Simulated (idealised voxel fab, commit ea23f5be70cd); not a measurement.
This section sets out a process module, namely voxel wiring stack.
In the cross-section labelled cut, the width is 155 nm and each square cell is 5 nm.
In what follows, cross-sections appear as grids of square cells, described through bands that run from the top down, where every band is one or more rows of cells. A band entry consists of two parts. The first gives the height of the band's top and the height of its bottom, in nm. The rest lists the band's materials from left to right, each with its width in nm. A single material labelled with the word "everywhere" fills the band from edge to edge, and the word "empty" marks empty space. Height reference: 0 = level under which incoming wafer is all one material. Lowest band: no bottom, runs on downward, e.g. "0 nm and below". Width spec "30->40" -> top row of cells at first value, bottom row at second value, equal per-row change in between. "no change" after a step means that no cell of the cross-section changed. Any empty space of 8 cells or more lacking an open way to the top shows up in "Voids lacking openings" as width x height at distance, distance from the left edge, in nm. Whatever follows a step's settings on its line is a remark the simulator itself makes about that step. The optional step-line setting "overlay nm" applies to steps with a mask and quantifies how far to the right of its planned location the mask lay, a negative value indicating leftward placement.
[Process steps (planned)]
| 1 | RECEIVE,material Si |
| 2 | CONFORMAL_DEP,material SiO2,thk nm 10 |
| 3 | CONFORMAL_DEP,material SiN,thk nm 5 |
| 4 | DIRECTIONAL_DEP,material SiO2,thk nm 15 |
| 5 | MASKED_ETCH,tone open,mask id METAL_1,width nm 30,pitch nm 60,etch materials SiO2,depth nm 15,overlay nm 0 |
| 6 | MASKED_ETCH,tone open,mask id METAL_1,width nm 30,pitch nm 60,etch materials SiN,depth nm 5,overlay nm 0 |
| 7 | CONFORMAL_DEP,material TiN,thk nm 5 |
| 8 | FILL_DEP,material Ru,thk nm 10 |
| 9 | CMP,height nm 30 |
| 10 | CONFORMAL_DEP,material SiCN,thk nm 5 |
| 11 | DIRECTIONAL_DEP,material lowk,thk nm 15 |
| 12 | DIRECTIONAL_DEP,material aC,thk nm 10 |
| 13 | PATTERN,tone open,mask id PLUG_1,material resist,width nm 15,thk nm 30,overlay nm 0 |
| 14 | DIRECTIONAL_ETCH,etch materials aC,depth nm 10 |
| 15 | STRIP,etch materials resist |
| 16 | DIRECTIONAL_ETCH,etch materials lowk,depth nm 15 |
| 17 | DIRECTIONAL_ETCH,etch materials SiCN,depth nm 5 |
| 18 | STRIP,etch materials aC |
| 19 | CONFORMAL_DEP,material TiN,thk nm 5 |
| 20 | FILL_DEP,material Cu,thk nm 5 |
| 21 | CMP,height nm 50 |
| 22 | DIRECTIONAL_DEP,material TiN,thk nm 5 |
| 23 | DIRECTIONAL_DEP,material W,thk nm 25 |
| 24 | PATTERN,tone cover,mask id METAL_2,material resist,width nm 30,pitch nm 60,thk nm 20,overlay nm 0 |
| 25 | DIRECTIONAL_ETCH,etch materials W,depth nm 25 |
| 26 | DIRECTIONAL_ETCH,etch materials TiN,depth nm 5 |
| 27 | STRIP,etch materials resist |
| 28 | FILL_DEP,material lowk,thk nm 10 |
| 29 | CMP,height nm 80 |
| 30 | CONFORMAL_DEP,material SiCN,thk nm 5 |
| 31 | DIRECTIONAL_DEP,material SiO2,thk nm 30 |
| 32 | MASKED_ETCH,tone open,mask id METAL_3_HOLES,width nm 15,etch materials SiO2,depth nm 30,overlay nm 0 |
| 33 | MASKED_ETCH,tone open,mask id METAL_3,width nm 30,pitch nm 60,etch materials SiO2,depth nm 20,overlay nm 0 |
| 34 | MASKED_ETCH,tone open,mask id METAL_3,width nm 30,pitch nm 60,etch materials SiCN,depth nm 5,overlay nm 0 |
| 35 | CONFORMAL_DEP,material TiN,thk nm 5 |
| 36 | FILL_DEP,material Ru,thk nm 10 |
| 37 | CMP,height nm 115 |
| 38 | CONFORMAL_DEP,material SiCN,thk nm 5 |
| 39 | DIRECTIONAL_DEP,material lowk,thk nm 10 |
| 40 | PATTERN,tone open,mask id PLUG_3,material resist,width nm 15,pitch nm 60,thk nm 15,overlay nm 0 |
| 41 | DIRECTIONAL_ETCH,etch materials lowk,depth nm 10 |
| 42 | DIRECTIONAL_ETCH,etch materials SiCN,depth nm 5 |
| 43 | STRIP,etch materials resist |
| 44 | EPI,material Ru,thk nm 10 |
| 45 | EPI,material Ru,thk nm 5 |
| 46 | CONFORMAL_DEP,material SiCN,thk nm 5 |
| 47 | DIRECTIONAL_DEP,material lowk,thk nm 20 |
| 48 | PATTERN,tone open,mask id METAL_4,material resist,width nm 30,pitch nm 60,thk nm 15,overlay nm 0 |
| 49 | DIRECTIONAL_ETCH,etch materials lowk,depth nm 20 |
| 50 | DIRECTIONAL_ETCH,etch materials SiCN,depth nm 5 |
| 51 | STRIP,etch materials resist |
| 52 | CONFORMAL_DEP,material TiN,thk nm 5 |
| 53 | FILL_DEP,material Cu,thk nm 5 |
| 54 | CMP,height nm 155 |
| 55 | CONFORMAL_DEP,material SiCN,thk nm 5 |
[First wafer, two in total, run as planned]
[As-received state of the wafer in cross-section, equivalent to post-step 1]
0 nm and below: Si everywhere
Voids lacking openings: none
[Wafer section view after processing step 2]
10 nm to 0 nm: SiO2 everywhere
No changes below 0.
[Wafer section view after processing step 3]
15 nm to 10 nm: SiN everywhere
No changes below 10.
[Wafer section view after processing step 4]
30 nm to 15 nm: SiO2 everywhere
No changes below 15.
[Wafer section view after processing step 5]
30 nm to 15 nm: SiO2 (30), then empty (30), then SiO2 (30), then empty (30), then SiO2 (35)
No changes below 15.
[Wafer section view after processing step 6]
30 nm to 15 nm: SiO2 (30), then empty (30), then SiO2 (30), then empty (30), then SiO2 (35)
15 nm to 10 nm: SiN (30), then empty (30), then SiN (30), then empty (30), then SiN (35)
No changes below 10.
[Wafer section view after processing step 7]
35 nm to 30 nm: TiN (35), then empty (20), then TiN (40), then empty (20), then TiN (40)
30 nm to 15 nm: SiO2 (30), then TiN (5), then empty (20), then TiN (5), then SiO2 (30), then TiN (5), then empty (20), then TiN (5), then SiO2 (35)
15 nm to 10 nm: SiN (30), then TiN (30), then SiN (30), then TiN (30), then SiN (35)
No changes below 10.
[Wafer section view after processing step 8]
45 nm to 35 nm: Ru everywhere
35 nm to 30 nm: TiN (35), then Ru (20), then TiN (40), then Ru (20), then TiN (40)
30 nm to 15 nm: SiO2 (30), then TiN (5), then Ru (20), then TiN (5), then SiO2 (30), then TiN (5), then Ru (20), then TiN (5), then SiO2 (35)
No changes below 15.
[Wafer section view after processing step 9]
30 nm to 15 nm: SiO2 (30), then TiN (5), then Ru (20), then TiN (5), then SiO2 (30), then TiN (5), then Ru (20), then TiN (5), then SiO2 (35)
No changes below 15.
[Wafer section view after processing step 10]
35 nm to 30 nm: SiCN everywhere
No changes below 30.
[Wafer section view after processing step 11]
50 nm to 35 nm: lowk everywhere
No changes below 35.
[Wafer section view after processing step 12]
60 nm to 50 nm: aC everywhere
No changes below 50.
[Wafer section view after processing step 13]
90 nm to 60 nm: resist (30), then empty (15), then resist (110)
No changes below 60.
[Wafer section view after processing step 14]
80 nm to 60 nm: resist (30), then empty (15), then resist (110)
60 nm to 50 nm: aC (30), then empty (15), then aC (110)
No changes below 50.
[Wafer section view after processing step 15]
60 nm to 50 nm: aC (30), then empty (15), then aC (110)
No changes below 50.
[Wafer section view after processing step 16]
60 nm to 50 nm: aC (30), then empty (15), then aC (110)
50 nm to 35 nm: lowk (30), then empty (15), then lowk (110)
No changes below 35.
[Wafer section view after processing step 17]
60 nm to 50 nm: aC (30), then empty (15), then aC (110)
50 nm to 35 nm: lowk (30), then empty (15), then lowk (110)
35 nm to 30 nm: SiCN (30), then empty (15), then SiCN (110)
No changes below 30.
[Wafer section view after processing step 18]
50 nm to 35 nm: lowk (30), then empty (15), then lowk (110)
No changes below 35.
[Wafer section view after processing step 19]
55 nm to 50 nm: TiN (35), then empty (5), then TiN (115)
50 nm to 35 nm: lowk (30), then TiN (5), then empty (5), then TiN (5), then lowk (110)
35 nm to 30 nm: SiCN (30), then TiN (15), then SiCN (110)
No changes below 30.
[Wafer section view after processing step 20]
60 nm to 55 nm: Cu everywhere
55 nm to 50 nm: TiN (35), then Cu (5), then TiN (115)
50 nm to 35 nm: lowk (30), then TiN (5), then Cu (5), then TiN (5), then lowk (110)
No changes below 35.
[Wafer section view after processing step 21]
50 nm to 35 nm: lowk (30), then TiN (5), then Cu (5), then TiN (5), then lowk (110)
No changes below 35.
[Wafer section view after processing step 22]
55 nm to 50 nm: TiN everywhere
No changes below 50.
[Wafer section view after processing step 23]
80 nm to 55 nm: W everywhere
No changes below 55.
[Wafer section view after processing step 24]
100 nm to 80 nm: empty (30), then resist (30), then empty (30), then resist (30), then empty (35)
No changes below 80.
[Wafer section view after processing step 25]
100 nm to 80 nm: empty (30), then resist (30), then empty (30), then resist (30), then empty (35)
80 nm to 55 nm: empty (30), then W (30), then empty (30), then W (30), then empty (35)
No changes below 55.
[Wafer section view after processing step 26]
100 nm to 80 nm: empty (30), then resist (30), then empty (30), then resist (30), then empty (35)
80 nm to 55 nm: empty (30), then W (30), then empty (30), then W (30), then empty (35)
55 nm to 50 nm: empty (30), then TiN (30), then empty (30), then TiN (30), then empty (35)
No changes below 50.
[Wafer section view after processing step 27]
80 nm to 55 nm: empty (30), then W (30), then empty (30), then W (30), then empty (35)
No changes below 55.
[Wafer section view after processing step 28]
90 nm to 80 nm: lowk everywhere
80 nm to 55 nm: lowk (30), then W (30), then lowk (30), then W (30), then lowk (35)
55 nm to 50 nm: lowk (30), then TiN (30), then lowk (30), then TiN (30), then lowk (35)
No changes below 50.
[Wafer section view after processing step 29]
80 nm to 55 nm: lowk (30), then W (30), then lowk (30), then W (30), then lowk (35)
No changes below 55.
[Wafer section view after processing step 30]
85 nm to 80 nm: SiCN everywhere
No changes below 80.
[Wafer section view after processing step 31]
115 nm to 85 nm: SiO2 everywhere
No changes below 85.
[Wafer section view after processing step 32]
115 nm to 85 nm: SiO2 (30), then empty (15), then SiO2 (110)
No changes below 85.
[Wafer section view after processing step 33]
115 nm to 95 nm: SiO2 (30), then empty (30), then SiO2 (30), then empty (30), then SiO2 (35)
No changes below 95.
[Wafer section view after processing step 34]
115 nm to 95 nm: SiO2 (30), then empty (30), then SiO2 (30), then empty (30), then SiO2 (35)
95 nm to 85 nm: SiO2 (30), then empty (15), then SiO2 (110)
85 nm to 80 nm: SiCN (30), then empty (15), then SiCN (110)
No changes below 80.
[Wafer section view after processing step 35]
120 nm to 115 nm: TiN (35), then empty (20), then TiN (40), then empty (20), then TiN (40)
115 nm to 100 nm: SiO2 (30), then TiN (5), then empty (20), then TiN (5), then SiO2 (30), then TiN (5), then empty (20), then TiN (5), then SiO2 (35)
100 nm to 95 nm: SiO2 (30), then TiN (5), then empty (5), then TiN (20), then SiO2 (30), then TiN (30), then SiO2 (35)
95 nm to 85 nm: SiO2 (30), then TiN (5), then empty (5), then TiN (5), then SiO2 (110)
85 nm to 80 nm: SiCN (30), then TiN (15), then SiCN (110)
No changes below 80.
[Wafer section view after processing step 36]
130 nm to 120 nm: Ru everywhere
120 nm to 115 nm: TiN (35), then Ru (20), then TiN (40), then Ru (20), then TiN (40)
115 nm to 100 nm: SiO2 (30), then TiN (5), then Ru (20), then TiN (5), then SiO2 (30), then TiN (5), then Ru (20), then TiN (5), then SiO2 (35)
100 nm to 95 nm: SiO2 (30), then TiN (5), then Ru (5), then TiN (20), then SiO2 (30), then TiN (30), then SiO2 (35)
95 nm to 85 nm: SiO2 (30), then TiN (5), then Ru (5), then TiN (5), then SiO2 (110)
No changes below 85.
[Wafer section view after processing step 37]
115 nm to 100 nm: SiO2 (30), then TiN (5), then Ru (20), then TiN (5), then SiO2 (30), then TiN (5), then Ru (20), then TiN (5), then SiO2 (35)
No changes below 100.
[Wafer section view after processing step 38]
120 nm to 115 nm: SiCN everywhere
No changes below 115.
[Wafer section view after processing step 39]
130 nm to 120 nm: lowk everywhere
No changes below 120.
[Wafer section view after processing step 40]
145 nm to 130 nm: resist (30), then empty (15), then resist (45), then empty (15), then resist (50)
No changes below 130.
[Wafer section view after processing step 41]
145 nm to 130 nm: resist (30), then empty (15), then resist (45), then empty (15), then resist (50)
130 nm to 120 nm: lowk (30), then empty (15), then lowk (45), then empty (15), then lowk (50)
No changes below 120.
[Wafer section view after processing step 42]
145 nm to 130 nm: resist (30), then empty (15), then resist (45), then empty (15), then resist (50)
130 nm to 120 nm: lowk (30), then empty (15), then lowk (45), then empty (15), then lowk (50)
120 nm to 115 nm: SiCN (30), then empty (15), then SiCN (45), then empty (15), then SiCN (50)
No changes below 115.
[Wafer section view after processing step 43]
130 nm to 120 nm: lowk (30), then empty (15), then lowk (45), then empty (15), then lowk (50)
No changes below 120.
[Wafer section view after processing step 44]
130 nm to 125 nm: lowk (30), then empty (15), then lowk (45), then empty (15), then lowk (50)
125 nm to 120 nm: lowk (30), then Ru (15), then lowk (45), then Ru (15), then lowk (50)
120 nm to 115 nm: SiCN (30), then Ru (15), then SiCN (45), then Ru (15), then SiCN (50)
No changes below 115.
[Wafer section view after processing step 45]
130 nm to 120 nm: lowk (30), then Ru (15), then lowk (45), then Ru (15), then lowk (50)
No changes below 120.
[Wafer section view after processing step 46]
135 nm to 130 nm: SiCN everywhere
No changes below 130.
[Wafer section view after processing step 47]
155 nm to 135 nm: lowk everywhere
No changes below 135.
[Wafer section view after processing step 48]
170 nm to 155 nm: resist (30), then empty (30), then resist (30), then empty (30), then resist (35)
No changes below 155.
[Wafer section view after processing step 49]
170 nm to 155 nm: resist (30), then empty (30), then resist (30), then empty (30), then resist (35)
155 nm to 135 nm: lowk (30), then empty (30), then lowk (30), then empty (30), then lowk (35)
No changes below 135.
[Wafer section view after processing step 50]
170 nm to 155 nm: resist (30), then empty (30), then resist (30), then empty (30), then resist (35)
155 nm to 135 nm: lowk (30), then empty (30), then lowk (30), then empty (30), then lowk (35)
135 nm to 130 nm: SiCN (30), then empty (30), then SiCN (30), then empty (30), then SiCN (35)
No changes below 130.
[Wafer section view after processing step 51]
155 nm to 135 nm: lowk (30), then empty (30), then lowk (30), then empty (30), then lowk (35)
No changes below 135.
[Wafer section view after processing step 52]
160 nm to 155 nm: TiN (35), then empty (20), then TiN (40), then empty (20), then TiN (40)
155 nm to 135 nm: lowk (30), then TiN (5), then empty (20), then TiN (5), then lowk (30), then TiN (5), then empty (20), then TiN (5), then lowk (35)
135 nm to 130 nm: SiCN (30), then TiN (30), then SiCN (30), then TiN (30), then SiCN (35)
No changes below 130.
[Wafer section view after processing step 53]
165 nm to 160 nm: Cu everywhere
160 nm to 155 nm: TiN (35), then Cu (20), then TiN (40), then Cu (20), then TiN (40)
155 nm to 135 nm: lowk (30), then TiN (5), then Cu (20), then TiN (5), then lowk (30), then TiN (5), then Cu (20), then TiN (5), then lowk (35)
No changes below 135.
[Wafer section view after processing step 54]
155 nm to 135 nm: lowk (30), then TiN (5), then Cu (20), then TiN (5), then lowk (30), then TiN (5), then Cu (20), then TiN (5), then lowk (35)
No changes below 135.
[Wafer section view after processing step 55]
160 nm to 155 nm: SiCN everywhere
No changes below 155.
[Second wafer, same starting state and plan as the first, one mistake in the run, identical through step 32]
[Second wafer, sectioned view, at step 33's planned end time]
115 nm to 95 nm: SiO2 (30), then empty (35), then SiO2 (25), then empty (35), then SiO2 (30)
No changes below 95.
[Second wafer, sectioned view, at step 34's planned end time]
115 nm to 95 nm: SiO2 (30), then empty (35), then SiO2 (25), then empty (35), then SiO2 (30)
95 nm to 85 nm: SiO2 (30), then empty (15), then SiO2 (110)
85 nm to 80 nm: SiCN (30), then empty (15), then SiCN (110)
No changes below 80.
[Second wafer, sectioned view, at step 35's planned end time]
120 nm to 115 nm: TiN (35), then empty (25), then TiN (35), then empty (25), then TiN (35)
115 nm to 100 nm: SiO2 (30), then TiN (5), then empty (25), then TiN (5), then SiO2 (25), then TiN (5), then empty (25), then TiN (5), then SiO2 (30)
100 nm to 95 nm: SiO2 (30), then TiN (5), then empty (5), then TiN (25), then SiO2 (25), then TiN (35), then SiO2 (30)
95 nm to 85 nm: SiO2 (30), then TiN (5), then empty (5), then TiN (5), then SiO2 (110)
85 nm to 80 nm: SiCN (30), then TiN (15), then SiCN (110)
No changes below 80.
[Second wafer, sectioned view, at step 36's planned end time]
130 nm to 120 nm: Ru everywhere
120 nm to 115 nm: TiN (35), then Ru (25), then TiN (35), then Ru (25), then TiN (35)
115 nm to 100 nm: SiO2 (30), then TiN (5), then Ru (25), then TiN (5), then SiO2 (25), then TiN (5), then Ru (25), then TiN (5), then SiO2 (30)
100 nm to 95 nm: SiO2 (30), then TiN (5), then Ru (5), then TiN (25), then SiO2 (25), then TiN (35), then SiO2 (30)
95 nm to 85 nm: SiO2 (30), then TiN (5), then Ru (5), then TiN (5), then SiO2 (110)
No changes below 85.
[Second wafer, sectioned view, at step 37's planned end time]
115 nm to 100 nm: SiO2 (30), then TiN (5), then Ru (25), then TiN (5), then SiO2 (25), then TiN (5), then Ru (25), then TiN (5), then SiO2 (30)
No changes below 100.
[Second wafer, sectioned view, at step 38's planned end time]
120 nm to 115 nm: SiCN everywhere
No changes below 115.
[Second wafer, sectioned view, at step 39's planned end time]
130 nm to 120 nm: lowk everywhere
No changes below 120.
[Second wafer, sectioned view, at step 40's planned end time]
145 nm to 130 nm: resist (30), then empty (15), then resist (45), then empty (15), then resist (50)
No changes below 130.
[Second wafer, sectioned view, at step 41's planned end time]
145 nm to 130 nm: resist (30), then empty (15), then resist (45), then empty (15), then resist (50)
130 nm to 120 nm: lowk (30), then empty (15), then lowk (45), then empty (15), then lowk (50)
No changes below 120.
[Second wafer, sectioned view, at step 42's planned end time]
145 nm to 130 nm: resist (30), then empty (15), then resist (45), then empty (15), then resist (50)
130 nm to 120 nm: lowk (30), then empty (15), then lowk (45), then empty (15), then lowk (50)
120 nm to 115 nm: SiCN (30), then empty (15), then SiCN (45), then empty (15), then SiCN (50)
No changes below 115.
[Second wafer, sectioned view, at step 43's planned end time]
130 nm to 120 nm: lowk (30), then empty (15), then lowk (45), then empty (15), then lowk (50)
No changes below 120.
[Second wafer, sectioned view, at step 44's planned end time]
130 nm to 125 nm: lowk (30), then empty (15), then lowk (45), then empty (15), then lowk (50)
125 nm to 120 nm: lowk (30), then Ru (15), then lowk (45), then Ru (15), then lowk (50)
120 nm to 115 nm: SiCN (30), then Ru (15), then SiCN (45), then Ru (15), then SiCN (50)
No changes below 115.
[Second wafer, sectioned view, at step 45's planned end time]
130 nm to 120 nm: lowk (30), then Ru (15), then lowk (45), then Ru (15), then lowk (50)
No changes below 120.
[Second wafer, sectioned view, at step 46's planned end time]
135 nm to 130 nm: SiCN everywhere
No changes below 130.
[Second wafer, sectioned view, at step 47's planned end time]
155 nm to 135 nm: lowk everywhere
No changes below 135.
[Second wafer, sectioned view, at step 48's planned end time]
170 nm to 155 nm: resist (30), then empty (30), then resist (30), then empty (30), then resist (35)
No changes below 155.
[Second wafer, sectioned view, at step 49's planned end time]
170 nm to 155 nm: resist (30), then empty (30), then resist (30), then empty (30), then resist (35)
155 nm to 135 nm: lowk (30), then empty (30), then lowk (30), then empty (30), then lowk (35)
No changes below 135.
[Second wafer, sectioned view, at step 50's planned end time]
170 nm to 155 nm: resist (30), then empty (30), then resist (30), then empty (30), then resist (35)
155 nm to 135 nm: lowk (30), then empty (30), then lowk (30), then empty (30), then lowk (35)
135 nm to 130 nm: SiCN (30), then empty (30), then SiCN (30), then empty (30), then SiCN (35)
No changes below 130.
[Second wafer, sectioned view, at step 51's planned end time]
155 nm to 135 nm: lowk (30), then empty (30), then lowk (30), then empty (30), then lowk (35)
No changes below 135.
[Second wafer, sectioned view, at step 52's planned end time]
160 nm to 155 nm: TiN (35), then empty (20), then TiN (40), then empty (20), then TiN (40)
155 nm to 135 nm: lowk (30), then TiN (5), then empty (20), then TiN (5), then lowk (30), then TiN (5), then empty (20), then TiN (5), then lowk (35)
135 nm to 130 nm: SiCN (30), then TiN (30), then SiCN (30), then TiN (30), then SiCN (35)
No changes below 130.
[Second wafer, sectioned view, at step 53's planned end time]
165 nm to 160 nm: Cu everywhere
160 nm to 155 nm: TiN (35), then Cu (20), then TiN (40), then Cu (20), then TiN (40)
155 nm to 135 nm: lowk (30), then TiN (5), then Cu (20), then TiN (5), then lowk (30), then TiN (5), then Cu (20), then TiN (5), then lowk (35)
No changes below 135.
[Second wafer, sectioned view, at step 54's planned end time]
155 nm to 135 nm: lowk (30), then TiN (5), then Cu (20), then TiN (5), then lowk (30), then TiN (5), then Cu (20), then TiN (5), then lowk (35)
No changes below 135.
[Second wafer, sectioned view, at step 55's planned end time]
160 nm to 155 nm: SiCN everywhere
No changes below 155.
Nonconformance to the process plan: step 33 ran differently from the plan; actual operation with settings: MASKED_ETCH,tone open,mask id METAL_3,width nm 35,pitch nm 60,etch materials SiO2,depth nm 20,overlay nm 0
The closing comparison, in cells, has the second wafer with more or fewer of some materials than the first: Ru +6 | SiO2 -8 | TiN +2
